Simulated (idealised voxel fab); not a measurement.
Process module under the name voxel air gaps
The cross-section shown here is cut; it is 235 nm wide and divided into square cells measuring 5 nm on a side.
A cross-section in this document is a grid of square cells, and it is written down as bands, the top band listed before the ones below it; a band is made up of one or more rows of cells.
Within each band entry, the heights of the top and of the bottom of the band appear first, in that order and in nm; the materials of the band then follow from left to right, each with its corresponding width in nm. The designation "everywhere" on a single material indicates that it fills the band from edge to edge; the designation "empty" indicates empty space.
Convention: height 0 is the level below which the wafer, as received, is all one material. The lowest band does not terminate at the bottom but continues downward, represented as "0 down".
So if you see something like "30 to 40" for the width, read it as the top row of the band sitting at the first number and the bottom row at the second, with every row in between moving by the same amount as the last.
Take "changes: none" at face value: in the step it is given for, the cross-section changed in none of its cells.
If an empty space has no open way to the top and is at least 8 cells in size, "Unvented cavities" lists it, written width x height at distance, where distance is measured from the left edge and every value is in nm.
On a step's line, text after the settings is the simulator commenting on that step.
overlay nm: step with mask; distance mask lay right of planned place; negative value = left of planned place.

PLANNED STEP LIST FOR THE PROCESS
| 1 | RECEIVE with material Si |
| 2 | CONFORMAL_DEP with material SiO2, thk nm 15 |
| 3 | CONFORMAL_DEP with material SiCN, thk nm 5 |
| 4 | DIRECTIONAL_DEP with material SiO2, thk nm 35 |
| 5 | DIRECTIONAL_DEP with material aC, thk nm 10 |
| 6 | PATTERN with tone open, mask id LINES, material resist, width nm 25, pitch nm 50, thk nm 25, overlay nm 0 |
| 7 | DIRECTIONAL_ETCH with etch materials aC, depth nm 10 |
| 8 | STRIP with etch materials resist |
| 9 | DIRECTIONAL_ETCH with etch materials SiO2, depth nm 35 |
| 10 | STRIP with etch materials aC |
| 11 | CONFORMAL_DEP with material TiN, thk nm 5 |
| 12 | FILL_DEP with material Cu, thk nm 10 |
| 13 | CMP with height nm 55 |
| 14 | EPI with material Ru, thk nm 10 |
| 15 | SELECTIVE_ETCH with etch materials SiO2, depth nm 45 |
| 16 | CONFORMAL_DEP with material SiCN, thk nm 5 |

SHOWN IN CROSS-SECTION IS THE WAFER AS RECEIVED, THAT IS, AS IT STANDS AFTER STEP 1
    0 down  Si everywhere
    Unvented cavities: none

WHAT THE WAFER LOOKS LIKE IN CROSS-SECTION AFTER THIS MODULE, WHEN IT STARTS AS SHOWN ABOVE AND FOLLOWS THE PLAN ABOVE BUT ONE MISTAKE IS MADE IN RUNNING IT
    70 to 65  empty 50, then SiCN 155, then empty 30
    65 to 55  empty 50, then SiCN 5, then Ru 45, then SiCN 5, then Ru 45, then SiCN 5, then Ru 45, then SiCN 5, then empty 30
    55 to 50  empty 50, then SiCN 15, then TiN 5, then Cu 15, then TiN 5, then SiCN 25, then TiN 5, then Cu 15, then TiN 5, then SiCN 25, then TiN 5, then Cu 15, then TiN 5, then SiCN 15, then empty 30
    50 to 25  empty 60, then SiCN 5, then TiN 5, then Cu 15, then TiN 5, then SiCN 5, then empty 15, then SiCN 5, then TiN 5, then Cu 15, then TiN 5, then SiCN 5, then empty 15, then SiCN 5, then TiN 5, then Cu 15, then TiN 5, then SiCN 5, then empty 40
    25 to 20  SiCN 65, then TiN 25, then SiCN 25, then TiN 25, then SiCN 25, then TiN 25, then SiCN 45
    20 to 15  SiCN everywhere
    15 to 0  SiO2 everywhere
    0 down  Si everywhere
    Unvented cavities: 15 x 25 at 95; 15 x 25 at 145
Here's what went sideways: step 6, actual vs plan mismatch, actual run PATTERN with tone open, mask id LINES, material resist, width nm 25, pitch nm 50, thk nm 25, overlay nm 10
